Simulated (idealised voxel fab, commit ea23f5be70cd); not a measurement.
process module | voxel spacer lines
Cross-section cut: width 275 nm, square cells of 5 nm.
Heads up, the way a cross-section reads in here is a grid of square cells, handed over as bands from the top down, with every band being one or more rows of cells. Basically the band line says how high the top is and how high the bottom is, in nm, and then what's in it from left to right, every material with its width in nm. Empty space shows up as "air", and if a single material carries "all across" it runs the full band edge to edge. Basically, 0 is our baseline, since under it the wafer straight out of the box is all one material. The bottom band has no lower end and keeps on going down, so it looks like "0 down". When a width is written as two numbers, as in "30..40", the first number is the width in the top row of cells of the band and the second is the width in its bottom row, and the width changes by the same amount from each row to the next. Where the words "everything unchanged" appear for a step, the cross-section shows no cell changed by that step; every cell remained as before. Heads up: "Entrapped void list" only lists the empty pockets with no open path to the top that are 8 cells or more, and it writes them as width x height at distance, distance from the left edge, in nm. Heads up: the bit after the settings on a step's line is the simulator's remark on that step. Regarding "overlay nm": on a step with a mask, it is the distance the mask lay to the right of its planned place; a negative value places it to the left. Heads up before you read on: it's before/after pairs around one process step each, after side only down to the lowest band that changed, step plus settings under the pair. Pairs can be from different runs of this module, same starting wafer, so only chain a pair onto the one above if its "Geometry before processing" entry says so.

# Geometry before processing
* 0 down | Si all across
* Entrapped void list: none

# Structure After Step
* 5 to 0 | Al2O3 all across
* Whatever lies below 0 is exactly as it was before.
* Entrapped void list: none
The process step separating the two cross-sections depicted above is as follows: op CONFORMAL_DEP | material Al2O3 | thk nm 5

Geometry before processing: equal to the after panel directly above.

# Structure After Step
* 20 to 5 | SiN all across
* Whatever lies below 5 is exactly as it was before.
* Entrapped void list: none
The process step separating the two cross-sections depicted above is as follows: op DIRECTIONAL_DEP | material SiN | thk nm 15

Geometry before processing: equal to the after panel directly above.

# Structure After Step
* 40 to 20 | polySi all across
* Whatever lies below 20 is exactly as it was before.
* Entrapped void list: none
The process step separating the two cross-sections depicted above is as follows: op DIRECTIONAL_DEP | material polySi | thk nm 20

Geometry before processing: equal to the after panel directly above.

# Structure After Step
* 65 to 40 | air 55 nm; resist 25 nm; air 45 nm; resist 25 nm; air 45 nm; resist 25 nm; air 55 nm
* Whatever lies below 40 is exactly as it was before.
* Entrapped void list: none
The process step separating the two cross-sections depicted above is as follows: op PATTERN | tone cover | mask id MANDREL | material resist | width nm 25 | pitch nm 70 | thk nm 25 | overlay nm 0

Geometry before processing: equal to the after panel directly above.

# Structure After Step
* 65 to 40 | air 55 nm; resist 25 nm; air 45 nm; resist 25 nm; air 45 nm; resist 25 nm; air 55 nm
* 40 to 20 | air 55 nm; polySi 25 nm; air 45 nm; polySi 25 nm; air 45 nm; polySi 25 nm; air 55 nm
* Whatever lies below 20 is exactly as it was before.
* Entrapped void list: none
The process step separating the two cross-sections depicted above is as follows: op DIRECTIONAL_ETCH | etch materials polySi | depth nm 20

Geometry before processing: equal to the after panel directly above.

# Structure After Step
* 40 to 20 | air 55 nm; polySi 25 nm; air 45 nm; polySi 25 nm; air 45 nm; polySi 25 nm; air 55 nm
* Whatever lies below 20 is exactly as it was before.
* Entrapped void list: none
The process step separating the two cross-sections depicted above is as follows: op STRIP | etch materials resist

Geometry before processing: equal to the after panel directly above.

# Structure After Step
* 50 to 40 | air 45 nm; SiO2 45 nm; air 25 nm; SiO2 45 nm; air 25 nm; SiO2 45 nm; air 45 nm
* 40 to 30 | air 45 nm; SiO2 10 nm; polySi 25 nm; SiO2 10 nm; air 25 nm; SiO2 10 nm; polySi 25 nm; SiO2 10 nm; air 25 nm; SiO2 10 nm; polySi 25 nm; SiO2 10 nm; air 45 nm
* 30 to 20 | SiO2 55 nm; polySi 25 nm; SiO2 45 nm; polySi 25 nm; SiO2 45 nm; polySi 25 nm; SiO2 55 nm
* Whatever lies below 20 is exactly as it was before.
* Entrapped void list: none
The process step separating the two cross-sections depicted above is as follows: op CONFORMAL_DEP | material SiO2 | thk nm 10

Geometry before processing: equal to the after panel directly above.

# Structure After Step
* 40 to 20 | air 45 nm; SiO2 10 nm; polySi 25 nm; SiO2 10 nm; air 25 nm; SiO2 10 nm; polySi 25 nm; SiO2 10 nm; air 25 nm; SiO2 10 nm; polySi 25 nm; SiO2 10 nm; air 45 nm
* Whatever lies below 20 is exactly as it was before.
* Entrapped void list: none
The process step separating the two cross-sections depicted above is as follows: op DIRECTIONAL_ETCH | etch materials SiO2 | depth nm 10

Geometry before processing: equal to the after panel directly above.

# Structure After Step
* 40 to 20 | air 45 nm; SiO2 10 nm; air 25 nm; SiO2 10 nm; air 25 nm; SiO2 10 nm; air 25 nm; SiO2 10 nm; air 25 nm; SiO2 10 nm; air 25 nm; SiO2 10 nm; air 45 nm
* Whatever lies below 20 is exactly as it was before.
* Entrapped void list: none
The process step separating the two cross-sections depicted above is as follows: op STRIP | etch materials polySi

Geometry before processing: equal to the after panel directly above.

# Structure After Step
* 40 to 20 | air 45 nm; SiO2 10 nm; air 25 nm; SiO2 10 nm; air 25 nm; SiO2 10 nm; air 25 nm; SiO2 10 nm; air 25 nm; SiO2 10 nm; air 25 nm; SiO2 10 nm; air 45 nm
* 20 to 5 | air 45 nm; SiN 10 nm; air 25 nm; SiN 10 nm; air 25 nm; SiN 10 nm; air 25 nm; SiN 10 nm; air 25 nm; SiN 10 nm; air 25 nm; SiN 10 nm; air 45 nm
* Whatever lies below 5 is exactly as it was before.
* Entrapped void list: none
The process step separating the two cross-sections depicted above is as follows: op DIRECTIONAL_ETCH | etch materials SiN | depth nm 15

Geometry before processing: equal to the after panel directly above.

# Structure After Step
* 20 to 5 | air 45 nm; SiN 10 nm; air 25 nm; SiN 10 nm; air 25 nm; SiN 10 nm; air 25 nm; SiN 10 nm; air 25 nm; SiN 10 nm; air 25 nm; SiN 10 nm; air 45 nm
* Whatever lies below 5 is exactly as it was before.
* Entrapped void list: none
The process step separating the two cross-sections depicted above is as follows: op STRIP | etch materials SiO2

# Geometry before processing
* 0 down | Si all across
* Entrapped void list: none

# Structure After Step
* 15 to 0 | SiN all across
* Whatever lies below 0 is exactly as it was before.
* Entrapped void list: none
The process step separating the two cross-sections depicted above is as follows: op DIRECTIONAL_DEP | material SiN | thk nm 15

Geometry before processing: equal to the after panel directly above.

# Structure After Step
* 35 to 15 | polySi all across
* Whatever lies below 15 is exactly as it was before.
* Entrapped void list: none
The process step separating the two cross-sections depicted above is as follows: op DIRECTIONAL_DEP | material polySi | thk nm 20

Geometry before processing: equal to the after panel directly above.

# Structure After Step
* 60 to 35 | air 55 nm; resist 25 nm; air 45 nm; resist 25 nm; air 45 nm; resist 25 nm; air 55 nm
* Whatever lies below 35 is exactly as it was before.
* Entrapped void list: none
The process step separating the two cross-sections depicted above is as follows: op PATTERN | tone cover | mask id MANDREL | material resist | width nm 25 | pitch nm 70 | thk nm 25 | overlay nm 0

Geometry before processing: equal to the after panel directly above.

# Structure After Step
* 60 to 35 | air 55 nm; resist 25 nm; air 45 nm; resist 25 nm; air 45 nm; resist 25 nm; air 55 nm
* 35 to 15 | air 55 nm; polySi 25 nm; air 45 nm; polySi 25 nm; air 45 nm; polySi 25 nm; air 55 nm
* Whatever lies below 15 is exactly as it was before.
* Entrapped void list: none
The process step separating the two cross-sections depicted above is as follows: op DIRECTIONAL_ETCH | etch materials polySi | depth nm 20

Geometry before processing: equal to the after panel directly above.

# Structure After Step
* 35 to 15 | air 55 nm; polySi 25 nm; air 45 nm; polySi 25 nm; air 45 nm; polySi 25 nm; air 55 nm
* Whatever lies below 15 is exactly as it was before.
* Entrapped void list: none
The process step separating the two cross-sections depicted above is as follows: op STRIP | etch materials resist

Geometry before processing: equal to the after panel directly above.

# Structure After Step
* 45 to 35 | air 45 nm; SiO2 45 nm; air 25 nm; SiO2 45 nm; air 25 nm; SiO2 45 nm; air 45 nm
* 35 to 25 | air 45 nm; SiO2 10 nm; polySi 25 nm; SiO2 10 nm; air 25 nm; SiO2 10 nm; polySi 25 nm; SiO2 10 nm; air 25 nm; SiO2 10 nm; polySi 25 nm; SiO2 10 nm; air 45 nm
* 25 to 15 | SiO2 55 nm; polySi 25 nm; SiO2 45 nm; polySi 25 nm; SiO2 45 nm; polySi 25 nm; SiO2 55 nm
* Whatever lies below 15 is exactly as it was before.
* Entrapped void list: none
The process step separating the two cross-sections depicted above is as follows: op CONFORMAL_DEP | material SiO2 | thk nm 10

Geometry before processing: equal to the after panel directly above.

# Structure After Step
* 35 to 15 | air 45 nm; SiO2 10 nm; polySi 25 nm; SiO2 10 nm; air 25 nm; SiO2 10 nm; polySi 25 nm; SiO2 10 nm; air 25 nm; SiO2 10 nm; polySi 25 nm; SiO2 10 nm; air 45 nm
* Whatever lies below 15 is exactly as it was before.
* Entrapped void list: none
The process step separating the two cross-sections depicted above is as follows: op DIRECTIONAL_ETCH | etch materials SiO2 | depth nm 10

Geometry before processing: equal to the after panel directly above.

# Structure After Step
* 35 to 15 | air 45 nm; SiO2 10 nm; air 25 nm; SiO2 10 nm; air 25 nm; SiO2 10 nm; air 25 nm; SiO2 10 nm; air 25 nm; SiO2 10 nm; air 25 nm; SiO2 10 nm; air 45 nm
* Whatever lies below 15 is exactly as it was before.
* Entrapped void list: none
The process step separating the two cross-sections depicted above is as follows: op STRIP | etch materials polySi

Geometry before processing: equal to the after panel directly above.

# Structure After Step
* 35 to 15 | air 45 nm; SiO2 10 nm; air 25 nm; SiO2 10 nm; air 25 nm; SiO2 10 nm; air 25 nm; SiO2 10 nm; air 25 nm; SiO2 10 nm; air 25 nm; SiO2 10 nm; air 45 nm
* 15 to 0 | air 45 nm; SiN 10 nm; air 25 nm; SiN 10 nm; air 25 nm; SiN 10 nm; air 25 nm; SiN 10 nm; air 25 nm; SiN 10 nm; air 25 nm; SiN 10 nm; air 45 nm
* Whatever lies below 0 is exactly as it was before.
* Entrapped void list: none
The process step separating the two cross-sections depicted above is as follows: op DIRECTIONAL_ETCH | etch materials SiN | depth nm 15

Geometry before processing: equal to the after panel directly above.

# Structure After Step
* 15 to 0 | air 45 nm; SiN 10 nm; air 25 nm; SiN 10 nm; air 25 nm; SiN 10 nm; air 25 nm; SiN 10 nm; air 25 nm; SiN 10 nm; air 25 nm; SiN 10 nm; air 45 nm
* Whatever lies below 0 is exactly as it was before.
* Entrapped void list: none
The process step separating the two cross-sections depicted above is as follows: op STRIP | etch materials SiO2

# Geometry before processing
* 20 to 5 | SiN all across
* 5 to 0 | Al2O3 all across
* 0 down | Si all across
* Entrapped void list: none

# Structure After Step
* 35 to 5 | SiN all across
* Whatever lies below 5 is exactly as it was before.
* Entrapped void list: none
The process step separating the two cross-sections depicted above is as follows: op DIRECTIONAL_DEP | material SiN | thk nm 15

Geometry before processing: equal to the after panel directly above.

# Structure After Step
* 55 to 35 | polySi all across
* Whatever lies below 35 is exactly as it was before.
* Entrapped void list: none
The process step separating the two cross-sections depicted above is as follows: op DIRECTIONAL_DEP | material polySi | thk nm 20

Geometry before processing: equal to the after panel directly above.

# Structure After Step
* 80 to 55 | air 55 nm; resist 25 nm; air 45 nm; resist 25 nm; air 45 nm; resist 25 nm; air 55 nm
* Whatever lies below 55 is exactly as it was before.
* Entrapped void list: none
The process step separating the two cross-sections depicted above is as follows: op PATTERN | tone cover | mask id MANDREL | material resist | width nm 25 | pitch nm 70 | thk nm 25 | overlay nm 0

Geometry before processing: equal to the after panel directly above.

# Structure After Step
* 80 to 55 | air 55 nm; resist 25 nm; air 45 nm; resist 25 nm; air 45 nm; resist 25 nm; air 55 nm
* 55 to 35 | air 55 nm; polySi 25 nm; air 45 nm; polySi 25 nm; air 45 nm; polySi 25 nm; air 55 nm
* Whatever lies below 35 is exactly as it was before.
* Entrapped void list: none
The process step separating the two cross-sections depicted above is as follows: op DIRECTIONAL_ETCH | etch materials polySi | depth nm 20

Geometry before processing: equal to the after panel directly above.

# Structure After Step
* 55 to 35 | air 55 nm; polySi 25 nm; air 45 nm; polySi 25 nm; air 45 nm; polySi 25 nm; air 55 nm
* Whatever lies below 35 is exactly as it was before.
* Entrapped void list: none
The process step separating the two cross-sections depicted above is as follows: op STRIP | etch materials resist

Geometry before processing: equal to the after panel directly above.

# Structure After Step
* 65 to 55 | air 45 nm; SiO2 45 nm; air 25 nm; SiO2 45 nm; air 25 nm; SiO2 45 nm; air 45 nm
* 55 to 45 | air 45 nm; SiO2 10 nm; polySi 25 nm; SiO2 10 nm; air 25 nm; SiO2 10 nm; polySi 25 nm; SiO2 10 nm; air 25 nm; SiO2 10 nm; polySi 25 nm; SiO2 10 nm; air 45 nm
* 45 to 35 | SiO2 55 nm; polySi 25 nm; SiO2 45 nm; polySi 25 nm; SiO2 45 nm; polySi 25 nm; SiO2 55 nm
* Whatever lies below 35 is exactly as it was before.
* Entrapped void list: none
The process step separating the two cross-sections depicted above is as follows: op CONFORMAL_DEP | material SiO2 | thk nm 10

Geometry before processing: equal to the after panel directly above.

# Structure After Step
* 55 to 35 | air 45 nm; SiO2 10 nm; polySi 25 nm; SiO2 10 nm; air 25 nm; SiO2 10 nm; polySi 25 nm; SiO2 10 nm; air 25 nm; SiO2 10 nm; polySi 25 nm; SiO2 10 nm; air 45 nm
* Whatever lies below 35 is exactly as it was before.
* Entrapped void list: none
The process step separating the two cross-sections depicted above is as follows: op DIRECTIONAL_ETCH | etch materials SiO2 | depth nm 10

Geometry before processing: equal to the after panel directly above.

# Structure After Step
* 55 to 35 | air 45 nm; SiO2 10 nm; air 25 nm; SiO2 10 nm; air 25 nm; SiO2 10 nm; air 25 nm; SiO2 10 nm; air 25 nm; SiO2 10 nm; air 25 nm; SiO2 10 nm; air 45 nm
* Whatever lies below 35 is exactly as it was before.
* Entrapped void list: none
The process step separating the two cross-sections depicted above is as follows: op STRIP | etch materials polySi

Geometry before processing: equal to the after panel directly above.

# Structure After Step
* 55 to 35 | air 45 nm; SiO2 10 nm; air 25 nm; SiO2 10 nm; air 25 nm; SiO2 10 nm; air 25 nm; SiO2 10 nm; air 25 nm; SiO2 10 nm; air 25 nm; SiO2 10 nm; air 45 nm
* 35 to 20 | air 45 nm; SiN 10 nm; air 25 nm; SiN 10 nm; air 25 nm; SiN 10 nm; air 25 nm; SiN 10 nm; air 25 nm; SiN 10 nm; air 25 nm; SiN 10 nm; air 45 nm
* Whatever lies below 20 is exactly as it was before.
* Entrapped void list: none
The process step separating the two cross-sections depicted above is as follows: op DIRECTIONAL_ETCH | etch materials SiN | depth nm 15

Geometry before processing: equal to the after panel directly above.

# Structure After Step
* 35 to 20 | air 45 nm; SiN 10 nm; air 25 nm; SiN 10 nm; air 25 nm; SiN 10 nm; air 25 nm; SiN 10 nm; air 25 nm; SiN 10 nm; air 25 nm; SiN 10 nm; air 45 nm
* Whatever lies below 20 is exactly as it was before.
* Entrapped void list: none
The process step separating the two cross-sections depicted above is as follows: op STRIP | etch materials SiO2

# Geometry before processing
* 40 to 20 | air 45 nm; SiO2 10 nm; polySi 25 nm; SiO2 10 nm; air 25 nm; SiO2 10 nm; polySi 25 nm; SiO2 10 nm; air 25 nm; SiO2 10 nm; polySi 25 nm; SiO2 10 nm; air 45 nm
* 20 to 5 | SiN all across
* 5 to 0 | Al2O3 all across
* 0 down | Si all across
* Entrapped void list: none

# Structure After Step
* 40 to 20 | air 45 nm; SiO2 10 nm; polySi 25 nm; SiO2 10 nm; air 25 nm; SiO2 10 nm; polySi 25 nm; SiO2 10 nm; air 25 nm; SiO2 10 nm; polySi 25 nm; SiO2 10 nm; air 45 nm
* 20 to 5 | air 45 nm; SiN 45 nm; air 25 nm; SiN 45 nm; air 25 nm; SiN 45 nm; air 45 nm
* Whatever lies below 5 is exactly as it was before.
* Entrapped void list: none
The process step separating the two cross-sections depicted above is as follows: op DIRECTIONAL_ETCH | etch materials SiN | depth nm 15

Geometry before processing: equal to the after panel directly above.

# Structure After Step
* 40 to 20 | air 45 nm; SiO2 10 nm; air 25 nm; SiO2 10 nm; air 25 nm; SiO2 10 nm; air 25 nm; SiO2 10 nm; air 25 nm; SiO2 10 nm; air 25 nm; SiO2 10 nm; air 45 nm
* Whatever lies below 20 is exactly as it was before.
* Entrapped void list: none
The process step separating the two cross-sections depicted above is as follows: op STRIP | etch materials polySi

Geometry before processing: equal to the after panel directly above.

# Structure After Step
* 20 to 5 | air 45 nm; SiN 45 nm; air 25 nm; SiN 45 nm; air 25 nm; SiN 45 nm; air 45 nm
* Whatever lies below 5 is exactly as it was before.
* Entrapped void list: none
The process step separating the two cross-sections depicted above is as follows: op STRIP | etch materials SiO2

# Geometry before processing
* 5 to 0 | Al2O3 all across
* 0 down | Si all across
* Entrapped void list: none

# Structure After Step
* 10 to 5 | SiN all across
* Whatever lies below 5 is exactly as it was before.
* Entrapped void list: none
The process step separating the two cross-sections depicted above is as follows: op DIRECTIONAL_DEP | material SiN | thk nm 5

Geometry before processing: equal to the after panel directly above.

# Structure After Step
* 30 to 10 | polySi all across
* Whatever lies below 10 is exactly as it was before.
* Entrapped void list: none
The process step separating the two cross-sections depicted above is as follows: op DIRECTIONAL_DEP | material polySi | thk nm 20

Geometry before processing: equal to the after panel directly above.

# Structure After Step
* 55 to 30 | air 55 nm; resist 25 nm; air 45 nm; resist 25 nm; air 45 nm; resist 25 nm; air 55 nm
* Whatever lies below 30 is exactly as it was before.
* Entrapped void list: none
The process step separating the two cross-sections depicted above is as follows: op PATTERN | tone cover | mask id MANDREL | material resist | width nm 25 | pitch nm 70 | thk nm 25 | overlay nm 0

Geometry before processing: equal to the after panel directly above.

# Structure After Step
* 55 to 30 | air 55 nm; resist 25 nm; air 45 nm; resist 25 nm; air 45 nm; resist 25 nm; air 55 nm
* 30 to 10 | air 55 nm; polySi 25 nm; air 45 nm; polySi 25 nm; air 45 nm; polySi 25 nm; air 55 nm
* Whatever lies below 10 is exactly as it was before.
* Entrapped void list: none
The process step separating the two cross-sections depicted above is as follows: op DIRECTIONAL_ETCH | etch materials polySi | depth nm 20

Geometry before processing: equal to the after panel directly above.

# Structure After Step
* 30 to 10 | air 55 nm; polySi 25 nm; air 45 nm; polySi 25 nm; air 45 nm; polySi 25 nm; air 55 nm
* Whatever lies below 10 is exactly as it was before.
* Entrapped void list: none
The process step separating the two cross-sections depicted above is as follows: op STRIP | etch materials resist

Geometry before processing: equal to the after panel directly above.

# Structure After Step
* 40 to 30 | air 45 nm; SiO2 45 nm; air 25 nm; SiO2 45 nm; air 25 nm; SiO2 45 nm; air 45 nm
* 30 to 20 | air 45 nm; SiO2 10 nm; polySi 25 nm; SiO2 10 nm; air 25 nm; SiO2 10 nm; polySi 25 nm; SiO2 10 nm; air 25 nm; SiO2 10 nm; polySi 25 nm; SiO2 10 nm; air 45 nm
* 20 to 10 | SiO2 55 nm; polySi 25 nm; SiO2 45 nm; polySi 25 nm; SiO2 45 nm; polySi 25 nm; SiO2 55 nm
* Whatever lies below 10 is exactly as it was before.
* Entrapped void list: none
The process step separating the two cross-sections depicted above is as follows: op CONFORMAL_DEP | material SiO2 | thk nm 10

Geometry before processing: equal to the after panel directly above.

# Structure After Step
* 30 to 10 | air 45 nm; SiO2 10 nm; polySi 25 nm; SiO2 10 nm; air 25 nm; SiO2 10 nm; polySi 25 nm; SiO2 10 nm; air 25 nm; SiO2 10 nm; polySi 25 nm; SiO2 10 nm; air 45 nm
* Whatever lies below 10 is exactly as it was before.
* Entrapped void list: none
The process step separating the two cross-sections depicted above is as follows: op DIRECTIONAL_ETCH | etch materials SiO2 | depth nm 10

Geometry before processing: equal to the after panel directly above.

# Structure After Step
* 30 to 10 | air 45 nm; SiO2 10 nm; air 25 nm; SiO2 10 nm; air 25 nm; SiO2 10 nm; air 25 nm; SiO2 10 nm; air 25 nm; SiO2 10 nm; air 25 nm; SiO2 10 nm; air 45 nm
* Whatever lies below 10 is exactly as it was before.
* Entrapped void list: none
The process step separating the two cross-sections depicted above is as follows: op STRIP | etch materials polySi

Geometry before processing: equal to the after panel directly above.

# Structure After Step
* 30 to 10 | air 45 nm; SiO2 10 nm; air 25 nm; SiO2 10 nm; air 25 nm; SiO2 10 nm; air 25 nm; SiO2 10 nm; air 25 nm; SiO2 10 nm; air 25 nm; SiO2 10 nm; air 45 nm
* 10 to 5 | air 45 nm; SiN 10 nm; air 25 nm; SiN 10 nm; air 25 nm; SiN 10 nm; air 25 nm; SiN 10 nm; air 25 nm; SiN 10 nm; air 25 nm; SiN 10 nm; air 45 nm
* Whatever lies below 5 is exactly as it was before.
* Entrapped void list: none
The process step separating the two cross-sections depicted above is as follows: op DIRECTIONAL_ETCH | etch materials SiN | depth nm 15

Geometry before processing: equal to the after panel directly above.

# Structure After Step
* 10 to 5 | air 45 nm; SiN 10 nm; air 25 nm; SiN 10 nm; air 25 nm; SiN 10 nm; air 25 nm; SiN 10 nm; air 25 nm; SiN 10 nm; air 25 nm; SiN 10 nm; air 45 nm
* Whatever lies below 5 is exactly as it was before.
* Entrapped void list: none
The process step separating the two cross-sections depicted above is as follows: op STRIP | etch materials SiO2

# Geometry before processing
* 40 to 20 | polySi all across
* 20 to 5 | SiN all across
* 5 to 0 | Al2O3 all across
* 0 down | Si all across
* Entrapped void list: none

# Structure After Step
* 65 to 40 | air 55 nm; resist 30 nm; air 40 nm; resist 30 nm; air 40 nm; resist 30 nm; air 50 nm
* Whatever lies below 40 is exactly as it was before.
* Entrapped void list: none
The process step separating the two cross-sections depicted above is as follows: op PATTERN | tone cover | mask id MANDREL | material resist | width nm 30 | pitch nm 70 | thk nm 25 | overlay nm 0

Geometry before processing: equal to the after panel directly above.

# Structure After Step
* 65 to 40 | air 55 nm; resist 30 nm; air 40 nm; resist 30 nm; air 40 nm; resist 30 nm; air 50 nm
* 40 to 20 | air 55 nm; polySi 30 nm; air 40 nm; polySi 30 nm; air 40 nm; polySi 30 nm; air 50 nm
* Whatever lies below 20 is exactly as it was before.
* Entrapped void list: none
The process step separating the two cross-sections depicted above is as follows: op DIRECTIONAL_ETCH | etch materials polySi | depth nm 20

Geometry before processing: equal to the after panel directly above.

# Structure After Step
* 40 to 20 | air 55 nm; polySi 30 nm; air 40 nm; polySi 30 nm; air 40 nm; polySi 30 nm; air 50 nm
* Whatever lies below 20 is exactly as it was before.
* Entrapped void list: none
The process step separating the two cross-sections depicted above is as follows: op STRIP | etch materials resist

Geometry before processing: equal to the after panel directly above.

# Structure After Step
* 50 to 40 | air 45 nm; SiO2 50 nm; air 20 nm; SiO2 50 nm; air 20 nm; SiO2 50 nm; air 40 nm
* 40 to 30 | air 45 nm; SiO2 10 nm; polySi 30 nm; SiO2 10 nm; air 20 nm; SiO2 10 nm; polySi 30 nm; SiO2 10 nm; air 20 nm; SiO2 10 nm; polySi 30 nm; SiO2 10 nm; air 40 nm
* 30 to 20 | SiO2 55 nm; polySi 30 nm; SiO2 40 nm; polySi 30 nm; SiO2 40 nm; polySi 30 nm; SiO2 50 nm
* Whatever lies below 20 is exactly as it was before.
* Entrapped void list: none
The process step separating the two cross-sections depicted above is as follows: op CONFORMAL_DEP | material SiO2 | thk nm 10

Geometry before processing: equal to the after panel directly above.

# Structure After Step
* 40 to 20 | air 45 nm; SiO2 10 nm; polySi 30 nm; SiO2 10 nm; air 20 nm; SiO2 10 nm; polySi 30 nm; SiO2 10 nm; air 20 nm; SiO2 10 nm; polySi 30 nm; SiO2 10 nm; air 40 nm
* Whatever lies below 20 is exactly as it was before.
* Entrapped void list: none
The process step separating the two cross-sections depicted above is as follows: op DIRECTIONAL_ETCH | etch materials SiO2 | depth nm 10

Geometry before processing: equal to the after panel directly above.

# Structure After Step
* 40 to 20 | air 45 nm; SiO2 10 nm; air 30 nm; SiO2 10 nm; air 20 nm; SiO2 10 nm; air 30 nm; SiO2 10 nm; air 20 nm; SiO2 10 nm; air 30 nm; SiO2 10 nm; air 40 nm
* Whatever lies below 20 is exactly as it was before.
* Entrapped void list: none
The process step separating the two cross-sections depicted above is as follows: op STRIP | etch materials polySi

Geometry before processing: equal to the after panel directly above.

# Structure After Step
* 40 to 20 | air 45 nm; SiO2 10 nm; air 30 nm; SiO2 10 nm; air 20 nm; SiO2 10 nm; air 30 nm; SiO2 10 nm; air 20 nm; SiO2 10 nm; air 30 nm; SiO2 10 nm; air 40 nm
* 20 to 5 | air 45 nm; SiN 10 nm; air 30 nm; SiN 10 nm; air 20 nm; SiN 10 nm; air 30 nm; SiN 10 nm; air 20 nm; SiN 10 nm; air 30 nm; SiN 10 nm; air 40 nm
* Whatever lies below 5 is exactly as it was before.
* Entrapped void list: none
The process step separating the two cross-sections depicted above is as follows: op DIRECTIONAL_ETCH | etch materials SiN | depth nm 15

Geometry before processing: equal to the after panel directly above.

# Structure After Step
* 20 to 5 | air 45 nm; SiN 10 nm; air 30 nm; SiN 10 nm; air 20 nm; SiN 10 nm; air 30 nm; SiN 10 nm; air 20 nm; SiN 10 nm; air 30 nm; SiN 10 nm; air 40 nm
* Whatever lies below 5 is exactly as it was before.
* Entrapped void list: none
The process step separating the two cross-sections depicted above is as follows: op STRIP | etch materials SiO2

# Geometry before processing
* 40 to 20 | polySi all across
* 20 to 5 | SiN all across
* 5 to 0 | Al2O3 all across
* 0 down | Si all across
* Entrapped void list: none

# Structure After Step
* 65 to 40 | air 60 nm; resist 25 nm; air 45 nm; resist 25 nm; air 45 nm; resist 25 nm; air 50 nm
* Whatever lies below 40 is exactly as it was before.
* Entrapped void list: none
The process step separating the two cross-sections depicted above is as follows: op PATTERN | tone cover | mask id MANDREL | material resist | width nm 25 | pitch nm 70 | thk nm 25 | overlay nm 5

Geometry before processing: equal to the after panel directly above.

# Structure After Step
* 65 to 40 | air 60 nm; resist 25 nm; air 45 nm; resist 25 nm; air 45 nm; resist 25 nm; air 50 nm
* 40 to 20 | air 60 nm; polySi 25 nm; air 45 nm; polySi 25 nm; air 45 nm; polySi 25 nm; air 50 nm
* Whatever lies below 20 is exactly as it was before.
* Entrapped void list: none
The process step separating the two cross-sections depicted above is as follows: op DIRECTIONAL_ETCH | etch materials polySi | depth nm 20

Geometry before processing: equal to the after panel directly above.

# Structure After Step
* 40 to 20 | air 60 nm; polySi 25 nm; air 45 nm; polySi 25 nm; air 45 nm; polySi 25 nm; air 50 nm
* Whatever lies below 20 is exactly as it was before.
* Entrapped void list: none
The process step separating the two cross-sections depicted above is as follows: op STRIP | etch materials resist

Geometry before processing: equal to the after panel directly above.

# Structure After Step
* 50 to 40 | air 50 nm; SiO2 45 nm; air 25 nm; SiO2 45 nm; air 25 nm; SiO2 45 nm; air 40 nm
* 40 to 30 | air 50 nm; SiO2 10 nm; polySi 25 nm; SiO2 10 nm; air 25 nm; SiO2 10 nm; polySi 25 nm; SiO2 10 nm; air 25 nm; SiO2 10 nm; polySi 25 nm; SiO2 10 nm; air 40 nm
* 30 to 20 | SiO2 60 nm; polySi 25 nm; SiO2 45 nm; polySi 25 nm; SiO2 45 nm; polySi 25 nm; SiO2 50 nm
* Whatever lies below 20 is exactly as it was before.
* Entrapped void list: none
The process step separating the two cross-sections depicted above is as follows: op CONFORMAL_DEP | material SiO2 | thk nm 10

Geometry before processing: equal to the after panel directly above.

# Structure After Step
* 40 to 20 | air 50 nm; SiO2 10 nm; polySi 25 nm; SiO2 10 nm; air 25 nm; SiO2 10 nm; polySi 25 nm; SiO2 10 nm; air 25 nm; SiO2 10 nm; polySi 25 nm; SiO2 10 nm; air 40 nm
* Whatever lies below 20 is exactly as it was before.
* Entrapped void list: none
The process step separating the two cross-sections depicted above is as follows: op DIRECTIONAL_ETCH | etch materials SiO2 | depth nm 10

Geometry before processing: equal to the after panel directly above.

# Structure After Step
* 40 to 20 | air 50 nm; SiO2 10 nm; air 25 nm; SiO2 10 nm; air 25 nm; SiO2 10 nm; air 25 nm; SiO2 10 nm; air 25 nm; SiO2 10 nm; air 25 nm; SiO2 10 nm; air 40 nm
* Whatever lies below 20 is exactly as it was before.
* Entrapped void list: none
The process step separating the two cross-sections depicted above is as follows: op STRIP | etch materials polySi

Geometry before processing: equal to the after panel directly above.

# Structure After Step
* 40 to 20 | air 50 nm; SiO2 10 nm; air 25 nm; SiO2 10 nm; air 25 nm; SiO2 10 nm; air 25 nm; SiO2 10 nm; air 25 nm; SiO2 10 nm; air 25 nm; SiO2 10 nm; air 40 nm
* 20 to 5 | air 50 nm; SiN 10 nm; air 25 nm; SiN 10 nm; air 25 nm; SiN 10 nm; air 25 nm; SiN 10 nm; air 25 nm; SiN 10 nm; air 25 nm; SiN 10 nm; air 40 nm
* Whatever lies below 5 is exactly as it was before.
* Entrapped void list: none
The process step separating the two cross-sections depicted above is as follows: op DIRECTIONAL_ETCH | etch materials SiN | depth nm 15

Geometry before processing: equal to the after panel directly above.

# Structure After Step
* 20 to 5 | air 50 nm; SiN 10 nm; air 25 nm; SiN 10 nm; air 25 nm; SiN 10 nm; air 25 nm; SiN 10 nm; air 25 nm; SiN 10 nm; air 25 nm; SiN 10 nm; air 40 nm
* Whatever lies below 5 is exactly as it was before.
* Entrapped void list: none
The process step separating the two cross-sections depicted above is as follows: op STRIP | etch materials SiO2

# Geometry before processing
* 20 to 5 | SiN all across
* 5 to 0 | Al2O3 all across
* 0 down | Si all across
* Entrapped void list: none

# Structure After Step
* 40 to 20 | Al2O3 all across
* Whatever lies below 20 is exactly as it was before.
* Entrapped void list: none
The process step separating the two cross-sections depicted above is as follows: op DIRECTIONAL_DEP | material Al2O3 | thk nm 20

Geometry before processing: equal to the after panel directly above.

# Structure After Step
* 65 to 40 | air 55 nm; resist 25 nm; air 45 nm; resist 25 nm; air 45 nm; resist 25 nm; air 55 nm
* Whatever lies below 40 is exactly as it was before.
* Entrapped void list: none
The process step separating the two cross-sections depicted above is as follows: op PATTERN | tone cover | mask id MANDREL | material resist | width nm 25 | pitch nm 70 | thk nm 25 | overlay nm 0

Geometry before processing: equal to the after panel directly above.

# Structure After Step
* 40 to 20 | Al2O3 all across
* Whatever lies below 20 is exactly as it was before.
* Entrapped void list: none
The process step separating the two cross-sections depicted above is as follows: op STRIP | etch materials resist

Geometry before processing: equal to the after panel directly above.

# Structure After Step
* 50 to 40 | SiO2 all across
* Whatever lies below 40 is exactly as it was before.
* Entrapped void list: none
The process step separating the two cross-sections depicted above is as follows: op CONFORMAL_DEP | material SiO2 | thk nm 10
